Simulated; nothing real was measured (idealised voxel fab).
process module | voxel air gaps
cross-section cut | 265 nm wide | cells 5 nm
A cross-section is a grid of square cells, given in bands from the top down. A band is one or more rows of cells.
Each band's line starts with the height of the band's top and of its bottom, in nm. Then come its materials from left to right, each with its width in nm. One material with "throughout" fills the band from edge to edge. "air" is empty space.
Height 0 is the level under which the wafer as received is all one material. The lowest band goes on downwards, as in "0 down".
A width such as "30 to 40" changes by the same amount from each row of cells to the next, from the band's top row to its bottom row.
"no change" after a step means that no cell of the cross-section changed.
closed voids: empty space of 8 cells or more with no open way to the top, each as width x height at its distance from the left edge, in nm
after a step's settings: what the simulator itself notes on the step
overlay nm, on a step with a mask: how far to the right of its planned place the mask lay; to the left if negative
plan
1 op RECEIVE | material Si
2 op CONFORMAL_DEP | material SiO2 | thk nm 10
3 op CONFORMAL_DEP | material SiN | thk nm 5
4 op DIRECTIONAL_DEP | material lowk | thk nm 40
5 op PATTERN | tone open | mask id LINES | material resist | width nm 20 | pitch nm 45 | thk nm 15 | overlay nm 0
6 op DIRECTIONAL_ETCH | etch materials lowk | depth nm 40
7 op STRIP | etch materials resist
8 op CONFORMAL_DEP | material TiN | thk nm 5
9 op FILL_DEP | material Cu | thk nm 5
10 op CMP | height nm 55
11 op EPI | material Ru | thk nm 10
12 op SELECTIVE_ETCH | etch materials lowk | depth nm 50
13 op CONFORMAL_DEP | material SiN | thk nm 5
as received, after step 1
  0 down: Si throughout
  closed voids: none
a wafer at the end: this start, this plan, one mistake
  80 to 75: air 30 | SiN 205 | air 30
  75 to 55: air 30 | SiN 5 | Ru 195 | SiN 5 | air 30
  55 to 50: air 30 | SiN 25 | TiN 5 | Cu 10 | TiN 5 | lowk 25 | TiN 5 | Cu 10 | TiN 5 | lowk 25 | TiN 5 | Cu 10 | TiN 5 | lowk 25 | TiN 5 | Cu 10 | TiN 5 | SiN 25 | air 30
  50 to 20: air 50 | SiN 5 | TiN 5 | Cu 10 | TiN 5 | lowk 25 | TiN 5 | Cu 10 | TiN 5 | lowk 25 | TiN 5 | Cu 10 | TiN 5 | lowk 25 | TiN 5 | Cu 10 | TiN 5 | SiN 5 | air 50
  20 to 15: SiN 55 | TiN 20 | lowk 25 | TiN 20 | lowk 25 | TiN 20 | lowk 25 | TiN 20 | SiN 55
  15 to 10: SiN throughout
  10 to 0: SiO2 throughout
  0 down: Si throughout
  closed voids: none
what went wrong: step 11 was run twice
